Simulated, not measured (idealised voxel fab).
Module name: voxel wiring stack (process module)
The cross-section on display is named cut; it measures 280 nm wide, and its cells are 5 nm squares.
A cross-section in this document is a grid of square cells, and it is written down as bands, the top band listed before the ones below it; a band is made up of one or more rows of cells.
Band entry format. Leading values: height of top, height of bottom, nm. Remainder: materials in left-to-right order, each with its width in nm. Special words: "everywhere" on a single material, which then fills the band edge to edge; "empty", empty space.
We count height from 0. Below that, the starting wafer is all one material. The lowest band never ends at the bottom but goes on down; see "from 0 down" for how that is written.
Think of "30 to 40" as a width that walks from the first number to the second as you go down the band, top row to bottom row, taking equal-sized steps from row to row.
Take "nothing altered" at face value: in the step it is given for, the cross-section changed in none of its cells.
You'll see "Sealed internal cavities" listing empty spaces that have no way open to the top, as long as they're 8 cells or more; the notation is width x height at distance, where the distance is from the left edge, and all of it is in nm.
Text after the settings on a step's line: the simulator's own remark on that step.
The "overlay nm" setting may appear on a step's line; for a step that uses a mask, it gives how far to the right of its planned position the mask lay, and a negative value indicates the left.
[The steps planned for the process are as follows]
step 1: RECEIVE with material Si
step 2: CONFORMAL_DEP with material SiO2, thk nm 15
step 3: CONFORMAL_DEP with material SiN, thk nm 5
step 4: DIRECTIONAL_DEP with material lowk, thk nm 15
step 5: DIRECTIONAL_DEP with material aC, thk nm 15
step 6: PATTERN with tone open, mask id METAL_1, material resist, width nm 25, pitch nm 55, thk nm 35, overlay nm 0
step 7: DIRECTIONAL_ETCH with etch materials aC, depth nm 15
step 8: STRIP with etch materials resist
step 9: DIRECTIONAL_ETCH with etch materials lowk, depth nm 15
step 10: DIRECTIONAL_ETCH with etch materials SiN, depth nm 5
step 11: STRIP with etch materials aC
step 12: CONFORMAL_DEP with material TiN, thk nm 5
step 13: FILL_DEP with material Cu, thk nm 10
step 14: CMP with height nm 35
step 15: EPI with material Ru, thk nm 5
step 16: FILL_DEP with material SiCN, thk nm 5
step 17: DIRECTIONAL_DEP with material SiO2, thk nm 25
step 18: MASKED_ETCH with tone open, mask id METAL_2, width nm 25, pitch nm 55, etch materials SiO2, depth nm 15, overlay nm 0
step 19: PATTERN with tone open, mask id METAL_2_HOLES, material resist, width nm 15, thk nm 20, overlay nm 0
step 20: DIRECTIONAL_ETCH with etch materials SiO2, depth nm 10
step 21: DIRECTIONAL_ETCH with etch materials SiCN, depth nm 5
step 22: STRIP with etch materials resist
step 23: CONFORMAL_DEP with material TiN, thk nm 5
step 24: FILL_DEP with material Cu, thk nm 5
step 25: CMP with height nm 70
step 26: CONFORMAL_DEP with material SiCN, thk nm 5
step 27: DIRECTIONAL_DEP with material SiO2, thk nm 30
step 28: PATTERN with tone open, mask id METAL_3, material resist, width nm 25, pitch nm 55, thk nm 15, overlay nm 0
step 29: DIRECTIONAL_ETCH with etch materials SiO2, depth nm 15
step 30: STRIP with etch materials resist
step 31: PATTERN with tone open, mask id METAL_3_HOLES, material resist, width nm 15, pitch nm 55, thk nm 15, overlay nm 0
step 32: DIRECTIONAL_ETCH with etch materials SiO2, depth nm 15
step 33: DIRECTIONAL_ETCH with etch materials SiCN, depth nm 5
step 34: STRIP with etch materials resist
step 35: CONFORMAL_DEP with material TiN, thk nm 5
step 36: FILL_DEP with material Ru, thk nm 10
step 37: CMP with height nm 105
step 38: CONFORMAL_DEP with material SiCN, thk nm 5
[First out of two wafers; run went to plan]
[The cross-section here shows the wafer as received, i.e. in its state after step 1]
- from 0 down  Si everywhere
- Sealed internal cavities: none
[Presented here is a cross-section of the wafer after step 2 has been performed]
- from 15 to 0  SiO2 everywhere
- Lower than 0, everything is as it was.
[Presented here is a cross-section of the wafer after step 3 has been performed]
- from 20 to 15  SiN everywhere
- Lower than 15, everything is as it was.
[Presented here is a cross-section of the wafer after step 4 has been performed]
- from 35 to 20  lowk everywhere
- Lower than 20, everything is as it was.
[Presented here is a cross-section of the wafer after step 5 has been performed]
- from 50 to 35  aC everywhere
- Lower than 35, everything is as it was.
[Presented here is a cross-section of the wafer after step 6 has been performed]
- from 85 to 50  resist: 100, then empty: 25, then resist: 30, then empty: 25, then resist: 100
- Lower than 50, everything is as it was.
[Presented here is a cross-section of the wafer after step 7 has been performed]
- from 70 to 50  resist: 100, then empty: 25, then resist: 30, then empty: 25, then resist: 100
- from 50 to 35  aC: 100, then empty: 25, then aC: 30, then empty: 25, then aC: 100
- Lower than 35, everything is as it was.
[Presented here is a cross-section of the wafer after step 8 has been performed]
- from 50 to 35  aC: 100, then empty: 25, then aC: 30, then empty: 25, then aC: 100
- Lower than 35, everything is as it was.
[Presented here is a cross-section of the wafer after step 9 has been performed]
- from 50 to 35  aC: 100, then empty: 25, then aC: 30, then empty: 25, then aC: 100
- from 35 to 20  lowk: 100, then empty: 25, then lowk: 30, then empty: 25, then lowk: 100
- Lower than 20, everything is as it was.
[Presented here is a cross-section of the wafer after step 10 has been performed]
- from 50 to 35  aC: 100, then empty: 25, then aC: 30, then empty: 25, then aC: 100
- from 35 to 20  lowk: 100, then empty: 25, then lowk: 30, then empty: 25, then lowk: 100
- from 20 to 15  SiN: 100, then empty: 25, then SiN: 30, then empty: 25, then SiN: 100
- Lower than 15, everything is as it was.
[Presented here is a cross-section of the wafer after step 11 has been performed]
- from 35 to 20  lowk: 100, then empty: 25, then lowk: 30, then empty: 25, then lowk: 100
- Lower than 20, everything is as it was.
[Presented here is a cross-section of the wafer after step 12 has been performed]
- from 40 to 35  TiN: 105, then empty: 15, then TiN: 40, then empty: 15, then TiN: 105
- from 35 to 20  lowk: 100, then TiN: 5, then empty: 15, then TiN: 5, then lowk: 30, then TiN: 5, then empty: 15, then TiN: 5, then lowk: 100
- from 20 to 15  SiN: 100, then TiN: 25, then SiN: 30, then TiN: 25, then SiN: 100
- Lower than 15, everything is as it was.
[Presented here is a cross-section of the wafer after step 13 has been performed]
- from 50 to 40  Cu everywhere
- from 40 to 35  TiN: 105, then Cu: 15, then TiN: 40, then Cu: 15, then TiN: 105
- from 35 to 20  lowk: 100, then TiN: 5, then Cu: 15, then TiN: 5, then lowk: 30, then TiN: 5, then Cu: 15, then TiN: 5, then lowk: 100
- Lower than 20, everything is as it was.
[Presented here is a cross-section of the wafer after step 14 has been performed]
- from 35 to 20  lowk: 100, then TiN: 5, then Cu: 15, then TiN: 5, then lowk: 30, then TiN: 5, then Cu: 15, then TiN: 5, then lowk: 100
- Lower than 20, everything is as it was.
[Presented here is a cross-section of the wafer after step 15 has been performed]
- from 40 to 35  empty: 95, then Ru: 35, then empty: 20, then Ru: 35, then empty: 95
- Lower than 35, everything is as it was.
[Presented here is a cross-section of the wafer after step 16 has been performed]
- from 45 to 40  SiCN everywhere
- from 40 to 35  SiCN: 95, then Ru: 35, then SiCN: 20, then Ru: 35, then SiCN: 95
- Lower than 35, everything is as it was.
[Presented here is a cross-section of the wafer after step 17 has been performed]
- from 70 to 45  SiO2 everywhere
- Lower than 45, everything is as it was.
[Presented here is a cross-section of the wafer after step 18 has been performed]
- from 70 to 55  SiO2: 100, then empty: 25, then SiO2: 30, then empty: 25, then SiO2: 100
- Lower than 55, everything is as it was.
[Presented here is a cross-section of the wafer after step 19 has been performed]
- from 90 to 70  resist: 100, then empty: 15, then resist: 165
- from 70 to 55  SiO2: 100, then empty: 15, then resist: 10, then SiO2: 30, then resist: 25, then SiO2: 100
- Lower than 55, everything is as it was.
[Presented here is a cross-section of the wafer after step 20 has been performed]
- from 90 to 70  resist: 100, then empty: 15, then resist: 165
- from 70 to 55  SiO2: 100, then empty: 15, then resist: 10, then SiO2: 30, then resist: 25, then SiO2: 100
- from 55 to 45  SiO2: 100, then empty: 15, then SiO2: 165
- Lower than 45, everything is as it was.
[Presented here is a cross-section of the wafer after step 21 has been performed]
- from 90 to 70  resist: 100, then empty: 15, then resist: 165
- from 70 to 55  SiO2: 100, then empty: 15, then resist: 10, then SiO2: 30, then resist: 25, then SiO2: 100
- from 55 to 45  SiO2: 100, then empty: 15, then SiO2: 165
- from 45 to 40  SiCN: 100, then empty: 15, then SiCN: 165
- Lower than 40, everything is as it was.
[Presented here is a cross-section of the wafer after step 22 has been performed]
- from 70 to 55  SiO2: 100, then empty: 25, then SiO2: 30, then empty: 25, then SiO2: 100
- Lower than 55, everything is as it was.
[Presented here is a cross-section of the wafer after step 23 has been performed]
- from 75 to 70  TiN: 105, then empty: 15, then TiN: 40, then empty: 15, then TiN: 105
- from 70 to 60  SiO2: 100, then TiN: 5, then empty: 15, then TiN: 5, then SiO2: 30, then TiN: 5, then empty: 15, then TiN: 5, then SiO2: 100
- from 60 to 55  SiO2: 100, then TiN: 5, then empty: 5, then TiN: 15, then SiO2: 30, then TiN: 25, then SiO2: 100
- from 55 to 45  SiO2: 100, then TiN: 5, then empty: 5, then TiN: 5, then SiO2: 165
- from 45 to 40  SiCN: 100, then TiN: 15, then SiCN: 165
- Lower than 40, everything is as it was.
[Presented here is a cross-section of the wafer after step 24 has been performed]
- from 80 to 75  Cu everywhere
- from 75 to 70  TiN: 105, then Cu: 15, then TiN: 40, then Cu: 15, then TiN: 105
- from 70 to 60  SiO2: 100, then TiN: 5, then Cu: 15, then TiN: 5, then SiO2: 30, then TiN: 5, then Cu: 15, then TiN: 5, then SiO2: 100
- from 60 to 55  SiO2: 100, then TiN: 5, then Cu: 5, then TiN: 15, then SiO2: 30, then TiN: 25, then SiO2: 100
- from 55 to 45  SiO2: 100, then TiN: 5, then Cu: 5, then TiN: 5, then SiO2: 165
- Lower than 45, everything is as it was.
[Presented here is a cross-section of the wafer after step 25 has been performed]
- from 70 to 60  SiO2: 100, then TiN: 5, then Cu: 15, then TiN: 5, then SiO2: 30, then TiN: 5, then Cu: 15, then TiN: 5, then SiO2: 100
- Lower than 60, everything is as it was.
[Presented here is a cross-section of the wafer after step 26 has been performed]
- from 75 to 70  SiCN everywhere
- Lower than 70, everything is as it was.
[Presented here is a cross-section of the wafer after step 27 has been performed]
- from 105 to 75  SiO2 everywhere
- Lower than 75, everything is as it was.
[Presented here is a cross-section of the wafer after step 28 has been performed]
- from 120 to 105  resist: 100, then empty: 25, then resist: 30, then empty: 25, then resist: 100
- Lower than 105, everything is as it was.
[Presented here is a cross-section of the wafer after step 29 has been performed]
- from 120 to 105  resist: 100, then empty: 25, then resist: 30, then empty: 25, then resist: 100
- from 105 to 90  SiO2: 100, then empty: 25, then SiO2: 30, then empty: 25, then SiO2: 100
- Lower than 90, everything is as it was.
[Presented here is a cross-section of the wafer after step 30 has been performed]
- from 105 to 90  SiO2: 100, then empty: 25, then SiO2: 30, then empty: 25, then SiO2: 100
- Lower than 90, everything is as it was.
[Presented here is a cross-section of the wafer after step 31 has been performed]
- from 120 to 105  resist: 100, then empty: 15, then resist: 40, then empty: 15, then resist: 110
- from 105 to 90  SiO2: 100, then empty: 15, then resist: 10, then SiO2: 30, then empty: 15, then resist: 10, then SiO2: 100
- Lower than 90, everything is as it was.
[Presented here is a cross-section of the wafer after step 32 has been performed]
- from 120 to 105  resist: 100, then empty: 15, then resist: 40, then empty: 15, then resist: 110
- from 105 to 90  SiO2: 100, then empty: 15, then resist: 10, then SiO2: 30, then empty: 15, then resist: 10, then SiO2: 100
- from 90 to 75  SiO2: 100, then empty: 15, then SiO2: 40, then empty: 15, then SiO2: 110
- Lower than 75, everything is as it was.
[Presented here is a cross-section of the wafer after step 33 has been performed]
- from 120 to 105  resist: 100, then empty: 15, then resist: 40, then empty: 15, then resist: 110
- from 105 to 90  SiO2: 100, then empty: 15, then resist: 10, then SiO2: 30, then empty: 15, then resist: 10, then SiO2: 100
- from 90 to 75  SiO2: 100, then empty: 15, then SiO2: 40, then empty: 15, then SiO2: 110
- from 75 to 70  SiCN: 100, then empty: 15, then SiCN: 40, then empty: 15, then SiCN: 110
- Lower than 70, everything is as it was.
[Presented here is a cross-section of the wafer after step 34 has been performed]
- from 105 to 90  SiO2: 100, then empty: 25, then SiO2: 30, then empty: 25, then SiO2: 100
- Lower than 90, everything is as it was.
[Presented here is a cross-section of the wafer after step 35 has been performed]
- from 110 to 105  TiN: 105, then empty: 15, then TiN: 40, then empty: 15, then TiN: 105
- from 105 to 95  SiO2: 100, then TiN: 5, then empty: 15, then TiN: 5, then SiO2: 30, then TiN: 5, then empty: 15, then TiN: 5, then SiO2: 100
- from 95 to 90  SiO2: 100, then TiN: 5, then empty: 5, then TiN: 15, then SiO2: 30, then TiN: 5, then empty: 5, then TiN: 15, then SiO2: 100
- from 90 to 75  SiO2: 100, then TiN: 5, then empty: 5, then TiN: 5, then SiO2: 40, then TiN: 5, then empty: 5, then TiN: 5, then SiO2: 110
- from 75 to 70  SiCN: 100, then TiN: 15, then SiCN: 40, then TiN: 15, then SiCN: 110
- Lower than 70, everything is as it was.
[Presented here is a cross-section of the wafer after step 36 has been performed]
- from 120 to 110  Ru everywhere
- from 110 to 105  TiN: 105, then Ru: 15, then TiN: 40, then Ru: 15, then TiN: 105
- from 105 to 95  SiO2: 100, then TiN: 5, then Ru: 15, then TiN: 5, then SiO2: 30, then TiN: 5, then Ru: 15, then TiN: 5, then SiO2: 100
- from 95 to 90  SiO2: 100, then TiN: 5, then Ru: 5, then TiN: 15, then SiO2: 30, then TiN: 5, then Ru: 5, then TiN: 15, then SiO2: 100
- from 90 to 75  SiO2: 100, then TiN: 5, then Ru: 5, then TiN: 5, then SiO2: 40, then TiN: 5, then Ru: 5, then TiN: 5, then SiO2: 110
- Lower than 75, everything is as it was.
[Presented here is a cross-section of the wafer after step 37 has been performed]
- from 105 to 95  SiO2: 100, then TiN: 5, then Ru: 15, then TiN: 5, then SiO2: 30, then TiN: 5, then Ru: 15, then TiN: 5, then SiO2: 100
- Lower than 95, everything is as it was.
[Presented here is a cross-section of the wafer after step 38 has been performed]
- from 110 to 105  SiCN everywhere
- Lower than 105, everything is as it was.
[Here the second wafer is described. Its start and its plan were those of the first wafer. Its run contained one mistake. Up to and including step 5, it did exactly what the first wafer did]
[Second wafer, section view, time point: scheduled end of step 6]
- from 85 to 50  resist: 90, then empty: 25, then resist: 30, then empty: 25, then resist: 110
- Lower than 50, everything is as it was.
[Second wafer, section view, time point: scheduled end of step 7]
- from 70 to 50  resist: 90, then empty: 25, then resist: 30, then empty: 25, then resist: 110
- from 50 to 35  aC: 90, then empty: 25, then aC: 30, then empty: 25, then aC: 110
- Lower than 35, everything is as it was.
[Second wafer, section view, time point: scheduled end of step 8]
- from 50 to 35  aC: 90, then empty: 25, then aC: 30, then empty: 25, then aC: 110
- Lower than 35, everything is as it was.
[Second wafer, section view, time point: scheduled end of step 9]
- from 50 to 35  aC: 90, then empty: 25, then aC: 30, then empty: 25, then aC: 110
- from 35 to 20  lowk: 90, then empty: 25, then lowk: 30, then empty: 25, then lowk: 110
- Lower than 20, everything is as it was.
[Second wafer, section view, time point: scheduled end of step 10]
- from 50 to 35  aC: 90, then empty: 25, then aC: 30, then empty: 25, then aC: 110
- from 35 to 20  lowk: 90, then empty: 25, then lowk: 30, then empty: 25, then lowk: 110
- from 20 to 15  SiN: 90, then empty: 25, then SiN: 30, then empty: 25, then SiN: 110
- Lower than 15, everything is as it was.
[Second wafer, section view, time point: scheduled end of step 11]
- from 35 to 20  lowk: 90, then empty: 25, then lowk: 30, then empty: 25, then lowk: 110
- Lower than 20, everything is as it was.
[Second wafer, section view, time point: scheduled end of step 12]
- from 40 to 35  TiN: 95, then empty: 15, then TiN: 40, then empty: 15, then TiN: 115
- from 35 to 20  lowk: 90, then TiN: 5, then empty: 15, then TiN: 5, then lowk: 30, then TiN: 5, then empty: 15, then TiN: 5, then lowk: 110
- from 20 to 15  SiN: 90, then TiN: 25, then SiN: 30, then TiN: 25, then SiN: 110
- Lower than 15, everything is as it was.
[Second wafer, section view, time point: scheduled end of step 13]
- from 50 to 40  Cu everywhere
- from 40 to 35  TiN: 95, then Cu: 15, then TiN: 40, then Cu: 15, then TiN: 115
- from 35 to 20  lowk: 90, then TiN: 5, then Cu: 15, then TiN: 5, then lowk: 30, then TiN: 5, then Cu: 15, then TiN: 5, then lowk: 110
- Lower than 20, everything is as it was.
[Second wafer, section view, time point: scheduled end of step 14]
- from 35 to 20  lowk: 90, then TiN: 5, then Cu: 15, then TiN: 5, then lowk: 30, then TiN: 5, then Cu: 15, then TiN: 5, then lowk: 110
- Lower than 20, everything is as it was.
[Second wafer, section view, time point: scheduled end of step 15]
- from 40 to 35  empty: 85, then Ru: 35, then empty: 20, then Ru: 35, then empty: 105
- Lower than 35, everything is as it was.
[Second wafer, section view, time point: scheduled end of step 16]
- from 45 to 40  SiCN everywhere
- from 40 to 35  SiCN: 85, then Ru: 35, then SiCN: 20, then Ru: 35, then SiCN: 105
- Lower than 35, everything is as it was.
[Second wafer, section view, time point: scheduled end of step 17]
- from 70 to 45  SiO2 everywhere
- Lower than 45, everything is as it was.
[Second wafer, section view, time point: scheduled end of step 18]
- from 70 to 55  SiO2: 100, then empty: 25, then SiO2: 30, then empty: 25, then SiO2: 100
- Lower than 55, everything is as it was.
[Second wafer, section view, time point: scheduled end of step 19]
- from 90 to 70  resist: 100, then empty: 15, then resist: 165
- from 70 to 55  SiO2: 100, then empty: 15, then resist: 10, then SiO2: 30, then resist: 25, then SiO2: 100
- Lower than 55, everything is as it was.
[Second wafer, section view, time point: scheduled end of step 20]
- from 90 to 70  resist: 100, then empty: 15, then resist: 165
- from 70 to 55  SiO2: 100, then empty: 15, then resist: 10, then SiO2: 30, then resist: 25, then SiO2: 100
- from 55 to 45  SiO2: 100, then empty: 15, then SiO2: 165
- Lower than 45, everything is as it was.
[Second wafer, section view, time point: scheduled end of step 21]
- from 90 to 70  resist: 100, then empty: 15, then resist: 165
- from 70 to 55  SiO2: 100, then empty: 15, then resist: 10, then SiO2: 30, then resist: 25, then SiO2: 100
- from 55 to 45  SiO2: 100, then empty: 15, then SiO2: 165
- from 45 to 40  SiCN: 100, then empty: 15, then SiCN: 165
- Lower than 40, everything is as it was.
[Second wafer, section view, time point: scheduled end of step 22]
- from 70 to 55  SiO2: 100, then empty: 25, then SiO2: 30, then empty: 25, then SiO2: 100
- Lower than 55, everything is as it was.
[Second wafer, section view, time point: scheduled end of step 23]
- from 75 to 70  TiN: 105, then empty: 15, then TiN: 40, then empty: 15, then TiN: 105
- from 70 to 60  SiO2: 100, then TiN: 5, then empty: 15, then TiN: 5, then SiO2: 30, then TiN: 5, then empty: 15, then TiN: 5, then SiO2: 100
- from 60 to 55  SiO2: 100, then TiN: 5, then empty: 5, then TiN: 15, then SiO2: 30, then TiN: 25, then SiO2: 100
- from 55 to 45  SiO2: 100, then TiN: 5, then empty: 5, then TiN: 5, then SiO2: 165
- from 45 to 40  SiCN: 100, then TiN: 15, then SiCN: 165
- Lower than 40, everything is as it was.
[Second wafer, section view, time point: scheduled end of step 24]
- from 80 to 75  Cu everywhere
- from 75 to 70  TiN: 105, then Cu: 15, then TiN: 40, then Cu: 15, then TiN: 105
- from 70 to 60  SiO2: 100, then TiN: 5, then Cu: 15, then TiN: 5, then SiO2: 30, then TiN: 5, then Cu: 15, then TiN: 5, then SiO2: 100
- from 60 to 55  SiO2: 100, then TiN: 5, then Cu: 5, then TiN: 15, then SiO2: 30, then TiN: 25, then SiO2: 100
- from 55 to 45  SiO2: 100, then TiN: 5, then Cu: 5, then TiN: 5, then SiO2: 165
- Lower than 45, everything is as it was.
[Second wafer, section view, time point: scheduled end of step 25]
- from 70 to 60  SiO2: 100, then TiN: 5, then Cu: 15, then TiN: 5, then SiO2: 30, then TiN: 5, then Cu: 15, then TiN: 5, then SiO2: 100
- Lower than 60, everything is as it was.
[Second wafer, section view, time point: scheduled end of step 26]
- from 75 to 70  SiCN everywhere
- Lower than 70, everything is as it was.
[Second wafer, section view, time point: scheduled end of step 27]
- from 105 to 75  SiO2 everywhere
- Lower than 75, everything is as it was.
[Second wafer, section view, time point: scheduled end of step 28]
- from 120 to 105  resist: 100, then empty: 25, then resist: 30, then empty: 25, then resist: 100
- Lower than 105, everything is as it was.
[Second wafer, section view, time point: scheduled end of step 29]
- from 120 to 105  resist: 100, then empty: 25, then resist: 30, then empty: 25, then resist: 100
- from 105 to 90  SiO2: 100, then empty: 25, then SiO2: 30, then empty: 25, then SiO2: 100
- Lower than 90, everything is as it was.
[Second wafer, section view, time point: scheduled end of step 30]
- from 105 to 90  SiO2: 100, then empty: 25, then SiO2: 30, then empty: 25, then SiO2: 100
- Lower than 90, everything is as it was.
[Second wafer, section view, time point: scheduled end of step 31]
- from 120 to 105  resist: 100, then empty: 15, then resist: 40, then empty: 15, then resist: 110
- from 105 to 90  SiO2: 100, then empty: 15, then resist: 10, then SiO2: 30, then empty: 15, then resist: 10, then SiO2: 100
- Lower than 90, everything is as it was.
[Second wafer, section view, time point: scheduled end of step 32]
- from 120 to 105  resist: 100, then empty: 15, then resist: 40, then empty: 15, then resist: 110
- from 105 to 90  SiO2: 100, then empty: 15, then resist: 10, then SiO2: 30, then empty: 15, then resist: 10, then SiO2: 100
- from 90 to 75  SiO2: 100, then empty: 15, then SiO2: 40, then empty: 15, then SiO2: 110
- Lower than 75, everything is as it was.
[Second wafer, section view, time point: scheduled end of step 33]
- from 120 to 105  resist: 100, then empty: 15, then resist: 40, then empty: 15, then resist: 110
- from 105 to 90  SiO2: 100, then empty: 15, then resist: 10, then SiO2: 30, then empty: 15, then resist: 10, then SiO2: 100
- from 90 to 75  SiO2: 100, then empty: 15, then SiO2: 40, then empty: 15, then SiO2: 110
- from 75 to 70  SiCN: 100, then empty: 15, then SiCN: 40, then empty: 15, then SiCN: 110
- Lower than 70, everything is as it was.
[Second wafer, section view, time point: scheduled end of step 34]
- from 105 to 90  SiO2: 100, then empty: 25, then SiO2: 30, then empty: 25, then SiO2: 100
- Lower than 90, everything is as it was.
[Second wafer, section view, time point: scheduled end of step 35]
- from 110 to 105  TiN: 105, then empty: 15, then TiN: 40, then empty: 15, then TiN: 105
- from 105 to 95  SiO2: 100, then TiN: 5, then empty: 15, then TiN: 5, then SiO2: 30, then TiN: 5, then empty: 15, then TiN: 5, then SiO2: 100
- from 95 to 90  SiO2: 100, then TiN: 5, then empty: 5, then TiN: 15, then SiO2: 30, then TiN: 5, then empty: 5, then TiN: 15, then SiO2: 100
- from 90 to 75  SiO2: 100, then TiN: 5, then empty: 5, then TiN: 5, then SiO2: 40, then TiN: 5, then empty: 5, then TiN: 5, then SiO2: 110
- from 75 to 70  SiCN: 100, then TiN: 15, then SiCN: 40, then TiN: 15, then SiCN: 110
- Lower than 70, everything is as it was.
[Second wafer, section view, time point: scheduled end of step 36]
- from 120 to 110  Ru everywhere
- from 110 to 105  TiN: 105, then Ru: 15, then TiN: 40, then Ru: 15, then TiN: 105
- from 105 to 95  SiO2: 100, then TiN: 5, then Ru: 15, then TiN: 5, then SiO2: 30, then TiN: 5, then Ru: 15, then TiN: 5, then SiO2: 100
- from 95 to 90  SiO2: 100, then TiN: 5, then Ru: 5, then TiN: 15, then SiO2: 30, then TiN: 5, then Ru: 5, then TiN: 15, then SiO2: 100
- from 90 to 75  SiO2: 100, then TiN: 5, then Ru: 5, then TiN: 5, then SiO2: 40, then TiN: 5, then Ru: 5, then TiN: 5, then SiO2: 110
- Lower than 75, everything is as it was.
[Second wafer, section view, time point: scheduled end of step 37]
- from 105 to 95  SiO2: 100, then TiN: 5, then Ru: 15, then TiN: 5, then SiO2: 30, then TiN: 5, then Ru: 15, then TiN: 5, then SiO2: 100
- Lower than 95, everything is as it was.
[Second wafer, section view, time point: scheduled end of step 38]
- from 110 to 105  SiCN everywhere
- Lower than 105, everything is as it was.
Processing error: step 6 off recipe, ran as PATTERN with tone open, mask id METAL_1, material resist, width nm 25, pitch nm 55, thk nm 35, overlay nm -10
Both wafers, final: cells per material equal; arrangement not.
